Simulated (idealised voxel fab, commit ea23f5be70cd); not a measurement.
The following process module bears the name voxel trench capacitor.
Cross-section cut spans 275 nm and uses square cells 5 nm in size.
Cross-section layout: square cells on a grid; listed as bands, top to bottom; a band spans one or more cell rows. Heights first: top, then bottom, in nm. Then materials, left to right, each with a width in nm. "everywhere" on a single material: fills the band edge to edge. "blank": empty space. Ref level 0: as-received wafer is one material below here. Bottom band extends down with no lower bound ("0..down"). Quick explanation for "30 to 40": the width changes in equal steps down the rows of cells, from the first number in the band's top row to the second number in its bottom row. Given "remains unaltered" for a step, no cell of the cross-section differs between before and after that step. The list in "Closed void table" covers empty spaces of 8 cells or more that cannot reach the top through any open way, and it gives each as width x height at distance; the distance is from the left edge, and width, height and distance are in nm. Where a step's line continues beyond its settings, the continuation is a remark by the simulator itself on that step. On any step carrying a mask, the "overlay nm" setting, if present on the step's line, tells how far right of its planned place the mask lay; negative values point to the left.

### Process steps foreseen in the plan
- 1: op RECEIVE | material Si
- 2: op CONFORMAL_DEP | material SiN | thk nm 10
- 3: op MASKED_ETCH | tone open | mask id TRENCH | width nm 30 | pitch nm 60 | etch materials SiN | depth nm 10 | overlay nm 0
- 4: op MASKED_ETCH | tone open | mask id TRENCH | width nm 30 | pitch nm 60 | etch materials Si | depth nm 25 | overlay nm 0
- 5: op CONFORMAL_DEP | material Al2O3 | thk nm 5
- 6: op CONFORMAL_DEP | material TiN | thk nm 5
- 7: op FILL_DEP | material W | thk nm 10
- 8: op CMP | height nm 10

### Shown in cross-section is the wafer as received, that is, as it stands after step 1
  0..down  Si everywhere
  Closed void table: none

### End-of-module cross-section of the first of two wafers, processed as planned
  10..0  30 nm SiN  5 nm Al2O3  5 nm TiN  10 nm W  5 nm TiN  5 nm Al2O3  30 nm SiN  5 nm Al2O3  5 nm TiN  10 nm W  5 nm TiN  5 nm Al2O3  30 nm SiN  5 nm Al2O3  5 nm TiN  10 nm W  5 nm TiN  5 nm Al2O3  30 nm SiN  5 nm Al2O3  5 nm TiN  10 nm W  5 nm TiN  5 nm Al2O3  35 nm SiN
  0..-15  30 nm Si  5 nm Al2O3  5 nm TiN  10 nm W  5 nm TiN  5 nm Al2O3  30 nm Si  5 nm Al2O3  5 nm TiN  10 nm W  5 nm TiN  5 nm Al2O3  30 nm Si  5 nm Al2O3  5 nm TiN  10 nm W  5 nm TiN  5 nm Al2O3  30 nm Si  5 nm Al2O3  5 nm TiN  10 nm W  5 nm TiN  5 nm Al2O3  35 nm Si
  -15..-20  30 nm Si  5 nm Al2O3  20 nm TiN  5 nm Al2O3  30 nm Si  5 nm Al2O3  20 nm TiN  5 nm Al2O3  30 nm Si  5 nm Al2O3  20 nm TiN  5 nm Al2O3  30 nm Si  5 nm Al2O3  20 nm TiN  5 nm Al2O3  35 nm Si
  -20..-25  30 nm Si  30 nm Al2O3  30 nm Si  30 nm Al2O3  30 nm Si  30 nm Al2O3  30 nm Si  30 nm Al2O3  35 nm Si
  -25..down  Si everywhere
  Closed void table: none

### Cross-section, second wafer: same start as the first, same plan as the first, one mistake in running it; taken at the end of the module
  10..0  30 nm SiN  5 nm Al2O3  5 nm TiN  10 nm W  5 nm TiN  5 nm Al2O3  30 nm SiN  5 nm Al2O3  5 nm TiN  10 nm W  5 nm TiN  5 nm Al2O3  30 nm SiN  5 nm Al2O3  5 nm TiN  10 nm W  5 nm TiN  5 nm Al2O3  30 nm SiN  5 nm Al2O3  5 nm TiN  10 nm W  5 nm TiN  5 nm Al2O3  35 nm SiN
  0..-40  30 nm Si  5 nm Al2O3  5 nm TiN  10 nm W  5 nm TiN  5 nm Al2O3  30 nm Si  5 nm Al2O3  5 nm TiN  10 nm W  5 nm TiN  5 nm Al2O3  30 nm Si  5 nm Al2O3  5 nm TiN  10 nm W  5 nm TiN  5 nm Al2O3  30 nm Si  5 nm Al2O3  5 nm TiN  10 nm W  5 nm TiN  5 nm Al2O3  35 nm Si
  -40..-45  30 nm Si  5 nm Al2O3  20 nm TiN  5 nm Al2O3  30 nm Si  5 nm Al2O3  20 nm TiN  5 nm Al2O3  30 nm Si  5 nm Al2O3  20 nm TiN  5 nm Al2O3  30 nm Si  5 nm Al2O3  20 nm TiN  5 nm Al2O3  35 nm Si
  -45..-50  30 nm Si  30 nm Al2O3  30 nm Si  30 nm Al2O3  30 nm Si  30 nm Al2O3  30 nm Si  30 nm Al2O3  35 nm Si
  -50..down  Si everywhere
  Closed void table: none
Processing error: plan step 4 was twice executed
End of process, cell counts, second wafer against first, materials with more or fewer: Al2O3 +40; Si -120; TiN +40; W +40
